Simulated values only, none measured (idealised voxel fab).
process module | voxel capacitor over wiring
cross-section cut | 250 nm wide | cells 5 nm
A cross-section is a grid of square cells, given in bands from the top down. A band is one or more rows of cells.
Each band's line starts with the height of the band's top and of its bottom, in nm. Then come its materials from left to right, each with its width in nm. One material with "throughout" fills the band from edge to edge. "air" is empty space.
Height 0 is the level under which the wafer as received is all one material. The lowest band goes on downwards, as in "0 down".
A width such as "30 to 40" changes by the same amount from each row of cells to the next, from the band's top row to its bottom row.
"no change" after a step means that no cell of the cross-section changed.
closed voids: empty space of 8 cells or more with no open way to the top, each as width x height at its distance from the left edge, in nm
after a step's settings: what the simulator itself notes on the step
overlay nm, on a step with a mask: how far to the right of its planned place the mask lay; to the left if negative
plan
1 op RECEIVE | material Si
2 op CONFORMAL_DEP | material SiO2 | thk nm 10
3 op DIRECTIONAL_DEP | material TiN | thk nm 5
4 op DIRECTIONAL_DEP | material W | thk nm 15
5 op DIRECTIONAL_DEP | material aC | thk nm 10
6 op PATTERN | tone cover | mask id METAL_1 | material resist | width nm 25 | pitch nm 90 | thk nm 25 | overlay nm 0
7 op DIRECTIONAL_ETCH | etch materials aC | depth nm 10
8 op STRIP | etch materials resist
9 op DIRECTIONAL_ETCH | etch materials W | depth nm 15
10 op DIRECTIONAL_ETCH | etch materials TiN | depth nm 5
11 op STRIP | etch materials aC
12 op CONFORMAL_DEP | material SiCN | thk nm 5
13 op FILL_DEP | material SiO2 | thk nm 5
14 op CMP | height nm 30
15 op CONFORMAL_DEP | material SiCN | thk nm 5
16 op DIRECTIONAL_DEP | material SiO2 | thk nm 15
17 op MASKED_ETCH | tone open | mask id PLUG_1 | width nm 15 | etch materials SiO2 | depth nm 15 | overlay nm 0
18 op MASKED_ETCH | tone open | mask id PLUG_1 | width nm 15 | etch materials SiCN | depth nm 5 | overlay nm 0
19 op EPI | material Ru | thk nm 10
20 op EPI | material Ru | thk nm 10
21 op DIRECTIONAL_DEP | material TiN | thk nm 10
22 op DIRECTIONAL_DEP | material SiN | thk nm 5
23 op DIRECTIONAL_DEP | material TiN | thk nm 10
24 op MASKED_ETCH | tone cover | mask id UPPER_PLATE | width nm 70 | etch materials TiN | depth nm 10 | overlay nm 0
25 op MASKED_ETCH | tone cover | mask id UPPER_PLATE | width nm 70 | etch materials SiN | depth nm 5 | overlay nm 0
26 op PATTERN | tone cover | mask id LOWER_PLATE | material resist | width nm 80 | thk nm 20 | overlay nm 0
27 op DIRECTIONAL_ETCH | etch materials TiN | depth nm 10
28 op STRIP | etch materials resist
29 op FILL_DEP | material SiO2 | thk nm 20
30 op CMP | height nm 90
31 op DIRECTIONAL_DEP | material aC | thk nm 15
32 op PATTERN | tone open | mask id PLUG_2 | material resist | width nm 15 | thk nm 30 | overlay nm 0
33 op DIRECTIONAL_ETCH | etch materials aC | depth nm 15
34 op STRIP | etch materials resist
35 op DIRECTIONAL_ETCH | etch materials SiO2 | depth nm 15
36 op STRIP | etch materials aC
37 op CONFORMAL_DEP | material TiN | thk nm 5
38 op FILL_DEP | material Ru | thk nm 5
39 op CMP | height nm 90
40 op CONFORMAL_DEP | material SiCN | thk nm 5
first wafer, as planned
as received, after step 1
  0 down: Si throughout
  closed voids: none
after step 2
  10 to 0: SiO2 throughout
  below 0: unchanged
after step 3
  15 to 10: TiN throughout
  below 10: unchanged
after step 4
  30 to 15: W throughout
  below 15: unchanged
after step 5
  40 to 30: aC throughout
  below 30: unchanged
after step 6
  65 to 40: air 65 | resist 25 | air 65 | resist 25 | air 70
  below 40: unchanged
after step 7
  55 to 40: air 65 | resist 25 | air 65 | resist 25 | air 70
  40 to 30: air 65 | aC 25 | air 65 | aC 25 | air 70
  below 30: unchanged
after step 8
  40 to 30: air 65 | aC 25 | air 65 | aC 25 | air 70
  below 30: unchanged
after step 9
  40 to 30: air 65 | aC 25 | air 65 | aC 25 | air 70
  30 to 15: air 65 | W 25 | air 65 | W 25 | air 70
  below 15: unchanged
after step 10
  40 to 30: air 65 | aC 25 | air 65 | aC 25 | air 70
  30 to 15: air 65 | W 25 | air 65 | W 25 | air 70
  15 to 10: air 65 | TiN 25 | air 65 | TiN 25 | air 70
  below 10: unchanged
after step 11
  30 to 15: air 65 | W 25 | air 65 | W 25 | air 70
  below 15: unchanged
after step 12
  35 to 30: air 60 | SiCN 35 | air 55 | SiCN 35 | air 65
  30 to 15: air 60 | SiCN 5 | W 25 | SiCN 5 | air 55 | SiCN 5 | W 25 | SiCN 5 | air 65
  15 to 10: SiCN 65 | TiN 25 | SiCN 65 | TiN 25 | SiCN 70
  below 10: unchanged
after step 13
  40 to 35: SiO2 throughout
  35 to 30: SiO2 60 | SiCN 35 | SiO2 55 | SiCN 35 | SiO2 65
  30 to 15: SiO2 60 | SiCN 5 | W 25 | SiCN 5 | SiO2 55 | SiCN 5 | W 25 | SiCN 5 | SiO2 65
  below 15: unchanged
after step 14
  30 to 15: SiO2 60 | SiCN 5 | W 25 | SiCN 5 | SiO2 55 | SiCN 5 | W 25 | SiCN 5 | SiO2 65
  below 15: unchanged
after step 15
  35 to 30: SiCN throughout
  below 30: unchanged
after step 16
  50 to 35: SiO2 throughout
  below 35: unchanged
after step 17
  50 to 35: SiO2 75 | air 15 | SiO2 160
  below 35: unchanged
after step 18
  50 to 35: SiO2 75 | air 15 | SiO2 160
  35 to 30: SiCN 75 | air 15 | SiCN 160
  below 30: unchanged
after step 19
  50 to 40: SiO2 75 | air 15 | SiO2 160
  40 to 35: SiO2 75 | Ru 15 | SiO2 160
  35 to 30: SiCN 75 | Ru 15 | SiCN 160
  below 30: unchanged
after step 20
  50 to 35: SiO2 75 | Ru 15 | SiO2 160
  below 35: unchanged
after step 21
  60 to 50: TiN throughout
  below 50: unchanged
after step 22
  65 to 60: SiN throughout
  below 60: unchanged
after step 23
  75 to 65: TiN throughout
  below 65: unchanged
after step 24
  75 to 65: air 75 | TiN 70 | air 105
  below 65: unchanged
after step 25
  75 to 65: air 75 | TiN 70 | air 105
  65 to 60: air 75 | SiN 70 | air 105
  below 60: unchanged
after step 26
  95 to 75: air 70 | resist 80 | air 100
  75 to 65: air 70 | resist 5 | TiN 70 | resist 5 | air 100
  65 to 60: air 70 | resist 5 | SiN 70 | resist 5 | air 100
  below 60: unchanged
after step 27
  95 to 75: air 70 | resist 80 | air 100
  75 to 65: air 70 | resist 5 | TiN 70 | resist 5 | air 100
  65 to 60: air 70 | resist 5 | SiN 70 | resist 5 | air 100
  60 to 50: air 70 | TiN 80 | air 100
  below 50: unchanged
after step 28
  75 to 65: air 75 | TiN 70 | air 105
  65 to 60: air 75 | SiN 70 | air 105
  below 60: unchanged
after step 29
  95 to 75: SiO2 throughout
  75 to 65: SiO2 75 | TiN 70 | SiO2 105
  65 to 60: SiO2 75 | SiN 70 | SiO2 105
  60 to 50: SiO2 70 | TiN 80 | SiO2 100
  below 50: unchanged
after step 30
  90 to 75: SiO2 throughout
  below 75: unchanged
after step 31
  105 to 90: aC throughout
  below 90: unchanged
after step 32
  135 to 105: resist 85 | air 15 | resist 150
  below 105: unchanged
after step 33
  120 to 105: resist 85 | air 15 | resist 150
  105 to 90: aC 85 | air 15 | aC 150
  below 90: unchanged
after step 34
  105 to 90: aC 85 | air 15 | aC 150
  below 90: unchanged
after step 35
  105 to 90: aC 85 | air 15 | aC 150
  90 to 75: SiO2 85 | air 15 | SiO2 150
  below 75: unchanged
after step 36
  90 to 75: SiO2 85 | air 15 | SiO2 150
  below 75: unchanged
after step 37
  95 to 90: TiN 90 | air 5 | TiN 155
  90 to 80: SiO2 85 | TiN 5 | air 5 | TiN 5 | SiO2 150
  80 to 75: SiO2 85 | TiN 15 | SiO2 150
  below 75: unchanged
after step 38
  100 to 95: Ru throughout
  95 to 90: TiN 90 | Ru 5 | TiN 155
  90 to 80: SiO2 85 | TiN 5 | Ru 5 | TiN 5 | SiO2 150
  below 80: unchanged
after step 39
  90 to 80: SiO2 85 | TiN 5 | Ru 5 | TiN 5 | SiO2 150
  below 80: unchanged
after step 40
  95 to 90: SiCN throughout
  below 90: unchanged
second wafer: like start, like plan, one mistake. Through step 5 it matches the first wafer
when step 6 should have ended
  65 to 40: resist 65 | air 25 | resist 65 | air 25 | resist 70
  below 40: unchanged
when step 7 should have ended
  55 to 40: resist 65 | air 25 | resist 65 | air 25 | resist 70
  40 to 30: aC 65 | air 25 | aC 65 | air 25 | aC 70
  below 30: unchanged
when step 8 should have ended
  40 to 30: aC 65 | air 25 | aC 65 | air 25 | aC 70
  below 30: unchanged
when step 9 should have ended
  40 to 30: aC 65 | air 25 | aC 65 | air 25 | aC 70
  30 to 15: W 65 | air 25 | W 65 | air 25 | W 70
  below 15: unchanged
when step 10 should have ended
  40 to 30: aC 65 | air 25 | aC 65 | air 25 | aC 70
  30 to 15: W 65 | air 25 | W 65 | air 25 | W 70
  15 to 10: TiN 65 | air 25 | TiN 65 | air 25 | TiN 70
  below 10: unchanged
when step 11 should have ended
  30 to 15: W 65 | air 25 | W 65 | air 25 | W 70
  below 15: unchanged
when step 12 should have ended
  35 to 30: SiCN 70 | air 15 | SiCN 75 | air 15 | SiCN 75
  30 to 15: W 65 | SiCN 5 | air 15 | SiCN 5 | W 65 | SiCN 5 | air 15 | SiCN 5 | W 70
  15 to 10: TiN 65 | SiCN 25 | TiN 65 | SiCN 25 | TiN 70
  below 10: unchanged
when step 13 should have ended
  40 to 35: SiO2 throughout
  35 to 30: SiCN 70 | SiO2 15 | SiCN 75 | SiO2 15 | SiCN 75
  30 to 15: W 65 | SiCN 5 | SiO2 15 | SiCN 5 | W 65 | SiCN 5 | SiO2 15 | SiCN 5 | W 70
  below 15: unchanged
when step 14 should have ended
  30 to 15: W 65 | SiCN 5 | SiO2 15 | SiCN 5 | W 65 | SiCN 5 | SiO2 15 | SiCN 5 | W 70
  below 15: unchanged
when step 15 should have ended
  35 to 30: SiCN throughout
  below 30: unchanged
when step 16 should have ended
  50 to 35: SiO2 throughout
  below 35: unchanged
when step 17 should have ended
  50 to 35: SiO2 75 | air 15 | SiO2 160
  below 35: unchanged
when step 18 should have ended
  50 to 35: SiO2 75 | air 15 | SiO2 160
  35 to 30: SiCN 75 | air 15 | SiCN 160
  below 30: unchanged
when step 19 should have ended: no change
when step 20 should have ended: no change
when step 21 should have ended
  60 to 50: TiN 75 | air 15 | TiN 160
  50 to 40: SiO2 75 | air 15 | SiO2 160
  40 to 35: SiO2 75 | TiN 15 | SiO2 160
  35 to 30: SiCN 75 | TiN 15 | SiCN 160
  below 30: unchanged
when step 22 should have ended
  65 to 60: SiN 75 | air 15 | SiN 160
  60 to 50: TiN 75 | air 15 | TiN 160
  50 to 45: SiO2 75 | air 15 | SiO2 160
  45 to 40: SiO2 75 | SiN 15 | SiO2 160
  below 40: unchanged
when step 23 should have ended
  75 to 65: TiN 75 | air 15 | TiN 160
  65 to 60: SiN 75 | air 15 | SiN 160
  60 to 55: TiN 75 | air 15 | TiN 160
  55 to 50: TiN throughout
  50 to 45: SiO2 75 | TiN 15 | SiO2 160
  below 45: unchanged
when step 24 should have ended
  75 to 65: air 90 | TiN 55 | air 105
  below 65: unchanged
when step 25 should have ended
  75 to 65: air 90 | TiN 55 | air 105
  65 to 60: air 90 | SiN 55 | air 105
  below 60: unchanged
when step 26 should have ended
  95 to 75: air 70 | resist 80 | air 100
  75 to 65: air 70 | resist 20 | TiN 55 | resist 5 | air 100
  65 to 60: air 70 | resist 20 | SiN 55 | resist 5 | air 100
  60 to 55: TiN 75 | resist 15 | TiN 160
  below 55: unchanged
when step 27 should have ended
  95 to 75: air 70 | resist 80 | air 100
  75 to 65: air 70 | resist 20 | TiN 55 | resist 5 | air 100
  65 to 60: air 70 | resist 20 | SiN 55 | resist 5 | air 100
  60 to 55: air 70 | TiN 5 | resist 15 | TiN 60 | air 100
  55 to 50: air 70 | TiN 80 | air 100
  below 50: unchanged
when step 28 should have ended
  75 to 65: air 90 | TiN 55 | air 105
  65 to 60: air 90 | SiN 55 | air 105
  60 to 55: air 70 | TiN 5 | air 15 | TiN 60 | air 100
  below 55: unchanged
when step 29 should have ended
  95 to 75: SiO2 throughout
  75 to 65: SiO2 90 | TiN 55 | SiO2 105
  65 to 60: SiO2 90 | SiN 55 | SiO2 105
  60 to 55: SiO2 70 | TiN 5 | SiO2 15 | TiN 60 | SiO2 100
  55 to 45: SiO2 70 to 75 | TiN 80 to 15 | SiO2 100 to 160
  below 45: unchanged
when step 30 should have ended
  90 to 75: SiO2 throughout
  below 75: unchanged
when step 31 should have ended
  105 to 90: aC throughout
  below 90: unchanged
when step 32 should have ended
  135 to 105: resist 85 | air 15 | resist 150
  below 105: unchanged
when step 33 should have ended
  120 to 105: resist 85 | air 15 | resist 150
  105 to 90: aC 85 | air 15 | aC 150
  below 90: unchanged
when step 34 should have ended
  105 to 90: aC 85 | air 15 | aC 150
  below 90: unchanged
when step 35 should have ended
  105 to 90: aC 85 | air 15 | aC 150
  90 to 75: SiO2 85 | air 15 | SiO2 150
  below 75: unchanged
when step 36 should have ended
  90 to 75: SiO2 85 | air 15 | SiO2 150
  below 75: unchanged
when step 37 should have ended
  95 to 90: TiN 90 | air 5 | TiN 155
  90 to 80: SiO2 85 | TiN 5 | air 5 | TiN 5 | SiO2 150
  80 to 75: SiO2 85 | TiN 15 | SiO2 150
  below 75: unchanged
when step 38 should have ended
  100 to 95: Ru throughout
  95 to 90: TiN 90 | Ru 5 | TiN 155
  90 to 80: SiO2 85 | TiN 5 | Ru 5 | TiN 5 | SiO2 150
  below 80: unchanged
when step 39 should have ended
  90 to 80: SiO2 85 | TiN 5 | Ru 5 | TiN 5 | SiO2 150
  below 80: unchanged
when step 40 should have ended
  95 to 90: SiCN throughout
  below 90: unchanged
what went wrong: step 6 ran as: op PATTERN | tone open | mask id METAL_1 | material resist | width nm 25 | pitch nm 90 | thk nm 25 | overlay nm 0
at the end the second wafer has, in cells: 12 fewer of Ru | 30 fewer of SiCN | 78 fewer of SiO2 | 30 more of TiN | 90 more of W
